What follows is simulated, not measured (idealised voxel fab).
process module | voxel wiring stack
For reference, the cross-section in this document is cut, with width 215 nm and square cells of 5 nm.
Reading order for cross-sections: top band down to bottom band. Underlying form: a grid of square cells. Band size: one or more rows of cells.
For a band, the entry starts with two heights in nm, that of the top and then that of the bottom, and carries on with the band's materials in order from left to right, each alongside its width in nm; the word "throughout" beside a single material means it fills the band edge to edge, and "blank" means empty space.
For the purposes of this specification, 0 denotes the height below which the wafer in its as-received condition is composed wholly of one material, and the lowermost band, lacking a lower limit, extends downward without end, as expressed in "0 nm and below".
The expression "30..40" gives the width at the extremes of the band, the first number at its top row of cells and the second at its bottom row, with the width changing by equal amounts from each row to the next in between.
Where the words "no modification" appear for a step, the cross-section shows no cell changed by that step; every cell remained as before.
Look at "Enclosed cavities" for the closed voids: empty spaces with no open path to the top, sized 8 cells or up. Each is width x height at distance, distance from the left edge, all nm.
Step line, after settings: the simulator's comment on this step.
overlay nm: on a step with a mask, how far right of its planned place the mask lay; negative means left.

-- Steps planned for the process
| 1 | op RECEIVE | material Si |
| 2 | op CONFORMAL_DEP | material SiO2 | thk nm 10 |
| 3 | op CONFORMAL_DEP | material SiCN | thk nm 5 |
| 4 | op DIRECTIONAL_DEP | material SiO2 | thk nm 15 |
| 5 | op MASKED_ETCH | tone open | mask id METAL_1 | width nm 25 | pitch nm 50 | etch materials SiO2 | depth nm 15 | overlay nm 0 |
| 6 | op MASKED_ETCH | tone open | mask id METAL_1 | width nm 25 | pitch nm 50 | etch materials SiCN | depth nm 5 | overlay nm 0 |
| 7 | op CONFORMAL_DEP | material TiN | thk nm 5 |
| 8 | op FILL_DEP | material W | thk nm 5 |
| 9 | op CMP | height nm 30 |
| 10 | op CONFORMAL_DEP | material SiCN | thk nm 5 |
| 11 | op DIRECTIONAL_DEP | material lowk | thk nm 20 |
| 12 | op PATTERN | tone open | mask id PLUG_1 | material resist | width nm 15 | pitch nm 100 | thk nm 15 | overlay nm 0 |
| 13 | op DIRECTIONAL_ETCH | etch materials lowk | depth nm 20 |
| 14 | op DIRECTIONAL_ETCH | etch materials SiCN | depth nm 5 |
| 15 | op STRIP | etch materials resist |
| 16 | op EPI | material Ru | thk nm 10 |
| 17 | op EPI | material Ru | thk nm 10 |
| 18 | op EPI | material Ru | thk nm 5 |
| 19 | op DIRECTIONAL_DEP | material TiN | thk nm 5 |
| 20 | op DIRECTIONAL_DEP | material Ru | thk nm 20 |
| 21 | op PATTERN | tone cover | mask id METAL_2 | material resist | width nm 25 | pitch nm 50 | thk nm 20 | overlay nm 0 |
| 22 | op DIRECTIONAL_ETCH | etch materials Ru | depth nm 20 |
| 23 | op DIRECTIONAL_ETCH | etch materials TiN | depth nm 5 |
| 24 | op STRIP | etch materials resist |
| 25 | op FILL_DEP | material SiO2 | thk nm 10 |
| 26 | op CMP | height nm 80 |
| 27 | op CONFORMAL_DEP | material SiCN | thk nm 5 |
| 28 | op DIRECTIONAL_DEP | material lowk | thk nm 15 |
| 29 | op PATTERN | tone open | mask id PLUG_2 | material resist | width nm 15 | pitch nm 100 | thk nm 20 | overlay nm 0 |
| 30 | op DIRECTIONAL_ETCH | etch materials lowk | depth nm 15 |
| 31 | op DIRECTIONAL_ETCH | etch materials SiCN | depth nm 5 |
| 32 | op STRIP | etch materials resist |
| 33 | op CONFORMAL_DEP | material TiN | thk nm 5 |
| 34 | op FILL_DEP | material Cu | thk nm 5 |
| 35 | op CMP | height nm 100 |
| 36 | op DIRECTIONAL_DEP | material TiN | thk nm 5 |
| 37 | op DIRECTIONAL_DEP | material Ru | thk nm 15 |
| 38 | op MASKED_ETCH | tone cover | mask id METAL_3 | width nm 25 | pitch nm 50 | etch materials Ru | depth nm 15 | overlay nm 0 |
| 39 | op MASKED_ETCH | tone cover | mask id METAL_3 | width nm 25 | pitch nm 50 | etch materials TiN | depth nm 5 | overlay nm 0 |
| 40 | op FILL_DEP | material SiO2 | thk nm 10 |
| 41 | op CMP | height nm 120 |
| 42 | op CONFORMAL_DEP | material SiN | thk nm 5 |

-- First of two wafers, processed according to plan

-- Incoming wafer, cross-sectional view, post step 1
> 0 nm and below: Si throughout
> Enclosed cavities: none

-- after step 2
> 10 nm to 0 nm: SiO2 throughout
> Nothing below the height 0 has changed.

-- after step 3
> 15 nm to 10 nm: SiCN throughout
> Nothing below the height 10 has changed.

-- after step 4
> 30 nm to 15 nm: SiO2 throughout
> Nothing below the height 15 has changed.

-- after step 5
> 30 nm to 15 nm: SiO2=45 | blank=25 | SiO2=25 | blank=25 | SiO2=25 | blank=25 | SiO2=45
> Nothing below the height 15 has changed.

-- after step 6
> 30 nm to 15 nm: SiO2=45 | blank=25 | SiO2=25 | blank=25 | SiO2=25 | blank=25 | SiO2=45
> 15 nm to 10 nm: SiCN=45 | blank=25 | SiCN=25 | blank=25 | SiCN=25 | blank=25 | SiCN=45
> Nothing below the height 10 has changed.

-- after step 7
> 35 nm to 30 nm: TiN=50 | blank=15 | TiN=35 | blank=15 | TiN=35 | blank=15 | TiN=50
> 30 nm to 15 nm: SiO2=45 | TiN=5 | blank=15 | TiN=5 | SiO2=25 | TiN=5 | blank=15 | TiN=5 | SiO2=25 | TiN=5 | blank=15 | TiN=5 | SiO2=45
> 15 nm to 10 nm: SiCN=45 | TiN=25 | SiCN=25 | TiN=25 | SiCN=25 | TiN=25 | SiCN=45
> Nothing below the height 10 has changed.

-- after step 8
> 40 nm to 35 nm: W throughout
> 35 nm to 30 nm: TiN=50 | W=15 | TiN=35 | W=15 | TiN=35 | W=15 | TiN=50
> 30 nm to 15 nm: SiO2=45 | TiN=5 | W=15 | TiN=5 | SiO2=25 | TiN=5 | W=15 | TiN=5 | SiO2=25 | TiN=5 | W=15 | TiN=5 | SiO2=45
> Nothing below the height 15 has changed.

-- after step 9
> 30 nm to 15 nm: SiO2=45 | TiN=5 | W=15 | TiN=5 | SiO2=25 | TiN=5 | W=15 | TiN=5 | SiO2=25 | TiN=5 | W=15 | TiN=5 | SiO2=45
> Nothing below the height 15 has changed.

-- after step 10
> 35 nm to 30 nm: SiCN throughout
> Nothing below the height 30 has changed.

-- after step 11
> 55 nm to 35 nm: lowk throughout
> Nothing below the height 35 has changed.

-- after step 12
> 70 nm to 55 nm: resist=45 | blank=15 | resist=85 | blank=15 | resist=55
> Nothing below the height 55 has changed.

-- after step 13
> 70 nm to 55 nm: resist=45 | blank=15 | resist=85 | blank=15 | resist=55
> 55 nm to 35 nm: lowk=45 | blank=15 | lowk=85 | blank=15 | lowk=55
> Nothing below the height 35 has changed.

-- after step 14
> 70 nm to 55 nm: resist=45 | blank=15 | resist=85 | blank=15 | resist=55
> 55 nm to 35 nm: lowk=45 | blank=15 | lowk=85 | blank=15 | lowk=55
> 35 nm to 30 nm: SiCN=45 | blank=15 | SiCN=85 | blank=15 | SiCN=55
> Nothing below the height 30 has changed.

-- after step 15
> 55 nm to 35 nm: lowk=45 | blank=15 | lowk=85 | blank=15 | lowk=55
> Nothing below the height 35 has changed.

-- after step 16
> 55 nm to 40 nm: lowk=45 | blank=15 | lowk=85 | blank=15 | lowk=55
> 40 nm to 35 nm: lowk=45 | Ru=15 | lowk=85 | Ru=15 | lowk=55
> 35 nm to 30 nm: SiCN=45 | Ru=15 | SiCN=85 | Ru=15 | SiCN=55
> Nothing below the height 30 has changed.

-- after step 17
> 55 nm to 50 nm: lowk=45 | blank=15 | lowk=85 | blank=15 | lowk=55
> 50 nm to 35 nm: lowk=45 | Ru=15 | lowk=85 | Ru=15 | lowk=55
> Nothing below the height 35 has changed.

-- after step 18
> 55 nm to 35 nm: lowk=45 | Ru=15 | lowk=85 | Ru=15 | lowk=55
> Nothing below the height 35 has changed.

-- after step 19
> 60 nm to 55 nm: TiN throughout
> Nothing below the height 55 has changed.

-- after step 20
> 80 nm to 60 nm: Ru throughout
> Nothing below the height 60 has changed.

-- after step 21
> 100 nm to 80 nm: blank=45 | resist=25 | blank=25 | resist=25 | blank=25 | resist=25 | blank=45
> Nothing below the height 80 has changed.

-- after step 22
> 100 nm to 80 nm: blank=45 | resist=25 | blank=25 | resist=25 | blank=25 | resist=25 | blank=45
> 80 nm to 60 nm: blank=45 | Ru=25 | blank=25 | Ru=25 | blank=25 | Ru=25 | blank=45
> Nothing below the height 60 has changed.

-- after step 23
> 100 nm to 80 nm: blank=45 | resist=25 | blank=25 | resist=25 | blank=25 | resist=25 | blank=45
> 80 nm to 60 nm: blank=45 | Ru=25 | blank=25 | Ru=25 | blank=25 | Ru=25 | blank=45
> 60 nm to 55 nm: blank=45 | TiN=25 | blank=25 | TiN=25 | blank=25 | TiN=25 | blank=45
> Nothing below the height 55 has changed.

-- after step 24
> 80 nm to 60 nm: blank=45 | Ru=25 | blank=25 | Ru=25 | blank=25 | Ru=25 | blank=45
> Nothing below the height 60 has changed.

-- after step 25
> 90 nm to 80 nm: SiO2 throughout
> 80 nm to 60 nm: SiO2=45 | Ru=25 | SiO2=25 | Ru=25 | SiO2=25 | Ru=25 | SiO2=45
> 60 nm to 55 nm: SiO2=45 | TiN=25 | SiO2=25 | TiN=25 | SiO2=25 | TiN=25 | SiO2=45
> Nothing below the height 55 has changed.

-- after step 26
> 80 nm to 60 nm: SiO2=45 | Ru=25 | SiO2=25 | Ru=25 | SiO2=25 | Ru=25 | SiO2=45
> Nothing below the height 60 has changed.

-- after step 27
> 85 nm to 80 nm: SiCN throughout
> Nothing below the height 80 has changed.

-- after step 28
> 100 nm to 85 nm: lowk throughout
> Nothing below the height 85 has changed.

-- after step 29
> 120 nm to 100 nm: resist=45 | blank=15 | resist=85 | blank=15 | resist=55
> Nothing below the height 100 has changed.

-- after step 30
> 120 nm to 100 nm: resist=45 | blank=15 | resist=85 | blank=15 | resist=55
> 100 nm to 85 nm: lowk=45 | blank=15 | lowk=85 | blank=15 | lowk=55
> Nothing below the height 85 has changed.

-- after step 31
> 120 nm to 100 nm: resist=45 | blank=15 | resist=85 | blank=15 | resist=55
> 100 nm to 85 nm: lowk=45 | blank=15 | lowk=85 | blank=15 | lowk=55
> 85 nm to 80 nm: SiCN=45 | blank=15 | SiCN=85 | blank=15 | SiCN=55
> Nothing below the height 80 has changed.

-- after step 32
> 100 nm to 85 nm: lowk=45 | blank=15 | lowk=85 | blank=15 | lowk=55
> Nothing below the height 85 has changed.

-- after step 33
> 105 nm to 100 nm: TiN=50 | blank=5 | TiN=95 | blank=5 | TiN=60
> 100 nm to 85 nm: lowk=45 | TiN=5 | blank=5 | TiN=5 | lowk=85 | TiN=5 | blank=5 | TiN=5 | lowk=55
> 85 nm to 80 nm: SiCN=45 | TiN=15 | SiCN=85 | TiN=15 | SiCN=55
> Nothing below the height 80 has changed.

-- after step 34
> 110 nm to 105 nm: Cu throughout
> 105 nm to 100 nm: TiN=50 | Cu=5 | TiN=95 | Cu=5 | TiN=60
> 100 nm to 85 nm: lowk=45 | TiN=5 | Cu=5 | TiN=5 | lowk=85 | TiN=5 | Cu=5 | TiN=5 | lowk=55
> Nothing below the height 85 has changed.

-- after step 35
> 100 nm to 85 nm: lowk=45 | TiN=5 | Cu=5 | TiN=5 | lowk=85 | TiN=5 | Cu=5 | TiN=5 | lowk=55
> Nothing below the height 85 has changed.

-- after step 36
> 105 nm to 100 nm: TiN throughout
> Nothing below the height 100 has changed.

-- after step 37
> 120 nm to 105 nm: Ru throughout
> Nothing below the height 105 has changed.

-- after step 38
> 120 nm to 105 nm: blank=45 | Ru=25 | blank=25 | Ru=25 | blank=25 | Ru=25 | blank=45
> Nothing below the height 105 has changed.

-- after step 39
> 120 nm to 105 nm: blank=45 | Ru=25 | blank=25 | Ru=25 | blank=25 | Ru=25 | blank=45
> 105 nm to 100 nm: blank=45 | TiN=25 | blank=25 | TiN=25 | blank=25 | TiN=25 | blank=45
> Nothing below the height 100 has changed.

-- after step 40
> 130 nm to 120 nm: SiO2 throughout
> 120 nm to 105 nm: SiO2=45 | Ru=25 | SiO2=25 | Ru=25 | SiO2=25 | Ru=25 | SiO2=45
> 105 nm to 100 nm: SiO2=45 | TiN=25 | SiO2=25 | TiN=25 | SiO2=25 | TiN=25 | SiO2=45
> Nothing below the height 100 has changed.

-- after step 41
> 120 nm to 105 nm: SiO2=45 | Ru=25 | SiO2=25 | Ru=25 | SiO2=25 | Ru=25 | SiO2=45
> Nothing below the height 105 has changed.

-- after step 42
> 125 nm to 120 nm: SiN throughout
> Nothing below the height 120 has changed.

-- The second wafer was prepared from the same starting point and under the same plan as the first; its processing contained one mistake, and it remains indistinguishable from the first wafer up to and including step 28

-- Second wafer, cross-section, planned end of step 29
> 120 nm to 100 nm: resist=35 | blank=15 | resist=85 | blank=15 | resist=65
> Nothing below the height 100 has changed.

-- Second wafer, cross-section, planned end of step 30
> 120 nm to 100 nm: resist=35 | blank=15 | resist=85 | blank=15 | resist=65
> 100 nm to 85 nm: lowk=35 | blank=15 | lowk=85 | blank=15 | lowk=65
> Nothing below the height 85 has changed.

-- Second wafer, cross-section, planned end of step 31
> 120 nm to 100 nm: resist=35 | blank=15 | resist=85 | blank=15 | resist=65
> 100 nm to 85 nm: lowk=35 | blank=15 | lowk=85 | blank=15 | lowk=65
> 85 nm to 80 nm: SiCN=35 | blank=15 | SiCN=85 | blank=15 | SiCN=65
> Nothing below the height 80 has changed.

-- Second wafer, cross-section, planned end of step 32
> 100 nm to 85 nm: lowk=35 | blank=15 | lowk=85 | blank=15 | lowk=65
> Nothing below the height 85 has changed.

-- Second wafer, cross-section, planned end of step 33
> 105 nm to 100 nm: TiN=40 | blank=5 | TiN=95 | blank=5 | TiN=70
> 100 nm to 85 nm: lowk=35 | TiN=5 | blank=5 | TiN=5 | lowk=85 | TiN=5 | blank=5 | TiN=5 | lowk=65
> 85 nm to 80 nm: SiCN=35 | TiN=15 | SiCN=85 | TiN=15 | SiCN=65
> Nothing below the height 80 has changed.

-- Second wafer, cross-section, planned end of step 34
> 110 nm to 105 nm: Cu throughout
> 105 nm to 100 nm: TiN=40 | Cu=5 | TiN=95 | Cu=5 | TiN=70
> 100 nm to 85 nm: lowk=35 | TiN=5 | Cu=5 | TiN=5 | lowk=85 | TiN=5 | Cu=5 | TiN=5 | lowk=65
> Nothing below the height 85 has changed.

-- Second wafer, cross-section, planned end of step 35
> 100 nm to 85 nm: lowk=35 | TiN=5 | Cu=5 | TiN=5 | lowk=85 | TiN=5 | Cu=5 | TiN=5 | lowk=65
> Nothing below the height 85 has changed.

-- Second wafer, cross-section, planned end of step 36
> 105 nm to 100 nm: TiN throughout
> Nothing below the height 100 has changed.

-- Second wafer, cross-section, planned end of step 37
> 120 nm to 105 nm: Ru throughout
> Nothing below the height 105 has changed.

-- Second wafer, cross-section, planned end of step 38
> 120 nm to 105 nm: blank=45 | Ru=25 | blank=25 | Ru=25 | blank=25 | Ru=25 | blank=45
> Nothing below the height 105 has changed.

-- Second wafer, cross-section, planned end of step 39
> 120 nm to 105 nm: blank=45 | Ru=25 | blank=25 | Ru=25 | blank=25 | Ru=25 | blank=45
> 105 nm to 100 nm: blank=45 | TiN=25 | blank=25 | TiN=25 | blank=25 | TiN=25 | blank=45
> Nothing below the height 100 has changed.

-- Second wafer, cross-section, planned end of step 40
> 130 nm to 120 nm: SiO2 throughout
> 120 nm to 105 nm: SiO2=45 | Ru=25 | SiO2=25 | Ru=25 | SiO2=25 | Ru=25 | SiO2=45
> 105 nm to 100 nm: SiO2=45 | TiN=25 | SiO2=25 | TiN=25 | SiO2=25 | TiN=25 | SiO2=45
> Nothing below the height 100 has changed.

-- Second wafer, cross-section, planned end of step 41
> 120 nm to 105 nm: SiO2=45 | Ru=25 | SiO2=25 | Ru=25 | SiO2=25 | Ru=25 | SiO2=45
> Nothing below the height 105 has changed.

-- Second wafer, cross-section, planned end of step 42
> 125 nm to 120 nm: SiN throughout
> Nothing below the height 120 has changed.
The mistake made against the process plan was this: step 29 did not use the planned setting and instead ran as op PATTERN | tone open | mask id PLUG_2 | material resist | width nm 15 | pitch nm 100 | thk nm 20 | overlay nm -10
Final wafers compared: equal cell tally per material, rearranged layout.
